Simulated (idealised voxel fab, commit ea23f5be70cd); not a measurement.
Process module in this document: voxel ribs on slabs
This is section cut - it's 190 nm across, gridded in 5 nm square cells.
Cross-sections here: square-cell grids, written as top-down lists of bands, a band being one or more rows of cells.
Quick guide to a band line: top height, bottom height (nm) up front; then every material left to right with its width in nm. Only one material and it's marked "all across"? Then it fills the band edge to edge. And "air" just means empty space.
Below 0: as-received wafer, all one material; heights counted from there. Lowest band: no bottom, goes on down, written "0 down".
A two-number width, for instance "30..40", indicates that the width is equal to the first number in the top row of the band and to the second number in the bottom row, and that it changes by a constant amount per row of cells.
"nothing was modified" means the step left every cell of the cross-section as it was.
Reported under the label "Closed void listing" are the empty spaces having no open way to the top and comprising 8 cells or more; the notation for each is width x height at distance, in which the distance is measured from the left edge and all three values are in nm.
Read whatever lies past the settings on a step's line as the simulator's own remark about the step.
For masked steps, "overlay nm" on the step line gives how far right of plan the mask actually lay; a minus sign means it lay to the left.
THE PLANNED PROCESS STEPS ARE ENUMERATED HEREUNDER
1: RECEIVE: material Si
2: DIRECTIONAL_DEP: material SiO2, thk nm 30
3: DIRECTIONAL_DEP: material SiN, thk nm 25
4: MASKED_ETCH: tone cover, mask id RIB, width nm 20, etch materials SiN, depth nm 15, overlay nm 0
5: MASKED_ETCH: tone cover, mask id SLAB, width nm 50, etch materials SiN, depth nm 10, overlay nm 0
6: FILL_DEP: material SiO2, thk nm 15
7: CMP: height nm 65
8: DIRECTIONAL_DEP: material TiN, thk nm 10
9: PATTERN: tone cover, mask id HEATER, material resist, width nm 30, thk nm 20, overlay nm -15
10: DIRECTIONAL_ETCH: etch materials TiN, depth nm 10
11: STRIP: etch materials resist
12: CONFORMAL_DEP: material SiN, thk nm 10
The wafers in this document start out alike and differ in the overlay nm applied at step 9; the plan shows the value used for the first wafer.
FIRST WAFER AS RECEIVED, AFTER STEP 1
* 0 down | Si all across
* Closed void listing: none
CROSS-SECTION, FIRST OF SEVERAL WAFERS, END OF MODULE, AFTER LAST STEP 12
* 85 to 75 | air 55, SiN 50, air 85
* 75 to 65 | SiN 65, TiN 30, SiN 95
* 65 to 55 | SiO2 all across
* 55 to 40 | SiO2 85, SiN 20, SiO2 85
* 40 to 30 | SiO2 70, SiN 50, SiO2 70
* 30 to 0 | SiO2 all across
* 0 down | Si all across
* Closed void listing: none
SECTIONAL VIEW OF THE LAST WAFER UPON COMPLETION OF THE MODULE
* 85 to 75 | air 85, SiN 50, air 55
* 75 to 65 | SiN 95, TiN 30, SiN 65
* 65 to 55 | SiO2 all across
* 55 to 40 | SiO2 85, SiN 20, SiO2 85
* 40 to 30 | SiO2 70, SiN 50, SiO2 70
* 30 to 0 | SiO2 all across
* 0 down | Si all across
* Closed void listing: none
BELOW, A ROW FOR EVERY WAFER. READ IT AS THE END-OF-MODULE PICTURE: FOR EACH MATERIAL THE WAFER SHOWS ITS CELLS GAINED (+) OR LOST (-) SINCE IT WAS RECEIVED, AND THEN ITS CLOSED VOIDS
overlay nm -15; +116 SiN; +462 SiO2; +12 TiN; Closed void listing: none
overlay nm -10; +116 SiN; +462 SiO2; +12 TiN; Closed void listing: none
overlay nm -5; +116 SiN; +462 SiO2; +12 TiN; Closed void listing: none
overlay nm 0; +116 SiN; +462 SiO2; +12 TiN; Closed void listing: none
overlay nm 5; +116 SiN; +462 SiO2; +12 TiN; Closed void listing: none
overlay nm 10; +116 SiN; +462 SiO2; +12 TiN; Closed void listing: none
overlay nm 15; +116 SiN; +462 SiO2; +12 TiN; Closed void listing: none
